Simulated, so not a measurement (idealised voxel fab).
The following process module bears the name voxel tone inversion.
In the cross-section labelled cut, the width is 295 nm and each square cell is 5 nm.
Cross-section layout: square cells on a grid; listed as bands, top to bottom; a band spans one or more cell rows.
Within each band entry, the heights of the top and of the bottom of the band appear first, in that order and in nm; the materials of the band then follow from left to right, each with its corresponding width in nm. The designation "edge to edge" on a single material indicates that it fills the band from edge to edge; the designation "blank" indicates empty space.
Height datum 0, below which the as-received substrate wafer is one material. Lowest band open at the bottom, running downward: "0 -> down".
Width spec "30 to 40" -> top row of cells at first value, bottom row at second value, equal per-row change in between.
It should be understood that the words "no alteration", when stated for a given step, signify that the cross-section underwent no change in any of its cells during that step.
In "Enclosed void catalog" the enclosed voids are listed, meaning empty spaces of 8 cells or larger without any opening to the top. The form is width x height at distance, distance from the left edge, units nm.
The remark found on a step's line after its settings is issued by the simulator itself and pertains to that step.
The "overlay nm" setting may appear on a step's line; for a step that uses a mask, it gives how far to the right of its planned position the mask lay, and a negative value indicates the left.

[Process steps (planned)]
1. RECEIVE, material Si
2. CONFORMAL_DEP, material SiN, thk nm 5
3. DIRECTIONAL_DEP, material aC, thk nm 20
4. PATTERN, tone cover, mask id POSTS, material resist, width nm 15, pitch nm 30, thk nm 25, overlay nm 0
5. DIRECTIONAL_ETCH, etch materials aC, depth nm 20
6. STRIP, etch materials resist
7. FILL_DEP, material SiO2, thk nm 5
8. CMP, height nm 25
9. STRIP, etch materials aC

[First wafer of two (run as planned)]

[Incoming wafer, cross-sectional view, post step 1]
    0 -> down: Si edge to edge
    Enclosed void catalog: none

[The wafer, seen in cross-section, after step 2]
    5 -> 0: SiN edge to edge
    Everything below 0 is unchanged.

[The wafer, seen in cross-section, after step 3]
    25 -> 5: aC edge to edge
    Everything below 5 is unchanged.

[The wafer, seen in cross-section, after step 4]
    50 -> 25: blank 110 nm / resist 15 nm / blank 15 nm / resist 15 nm / blank 15 nm / resist 15 nm / blank 110 nm
    Everything below 25 is unchanged.

[The wafer, seen in cross-section, after step 5]
    30 -> 25: blank 110 nm / resist 15 nm / blank 15 nm / resist 15 nm / blank 15 nm / resist 15 nm / blank 110 nm
    25 -> 5: blank 110 nm / aC 15 nm / blank 15 nm / aC 15 nm / blank 15 nm / aC 15 nm / blank 110 nm
    Everything below 5 is unchanged.

[The wafer, seen in cross-section, after step 6]
    25 -> 5: blank 110 nm / aC 15 nm / blank 15 nm / aC 15 nm / blank 15 nm / aC 15 nm / blank 110 nm
    Everything below 5 is unchanged.

[The wafer, seen in cross-section, after step 7]
    30 -> 25: SiO2 edge to edge
    25 -> 5: SiO2 110 nm / aC 15 nm / SiO2 15 nm / aC 15 nm / SiO2 15 nm / aC 15 nm / SiO2 110 nm
    Everything below 5 is unchanged.

[The wafer, seen in cross-section, after step 8]
    25 -> 5: SiO2 110 nm / aC 15 nm / SiO2 15 nm / aC 15 nm / SiO2 15 nm / aC 15 nm / SiO2 110 nm
    Everything below 5 is unchanged.

[The wafer, seen in cross-section, after step 9]
    25 -> 5: SiO2 110 nm / blank 15 nm / SiO2 15 nm / blank 15 nm / SiO2 15 nm / blank 15 nm / SiO2 110 nm
    Everything below 5 is unchanged.

[Now the other wafer: same start, same recipe, but we messed up one thing when running it. Up to and including step 6 it's the same as the first one]

[Cross-sectional view of the second wafer at the intended end time of process step 7]
    35 -> 25: SiO2 edge to edge
    25 -> 5: SiO2 110 nm / aC 15 nm / SiO2 15 nm / aC 15 nm / SiO2 15 nm / aC 15 nm / SiO2 110 nm
    Everything below 5 is unchanged.

[Cross-sectional view of the second wafer at the intended end time of process step 8]
    25 -> 5: SiO2 110 nm / aC 15 nm / SiO2 15 nm / aC 15 nm / SiO2 15 nm / aC 15 nm / SiO2 110 nm
    Everything below 5 is unchanged.

[Cross-sectional view of the second wafer at the intended end time of process step 9]
    25 -> 5: SiO2 110 nm / blank 15 nm / SiO2 15 nm / blank 15 nm / SiO2 15 nm / blank 15 nm / SiO2 110 nm
    Everything below 5 is unchanged.
In executing the process, a mistake was made relative to the plan: the plan had its step 7 run twice
If you compare the two wafers at the end, their cross-sections are the same, so as far as this model is concerned the mistake changes nothing.
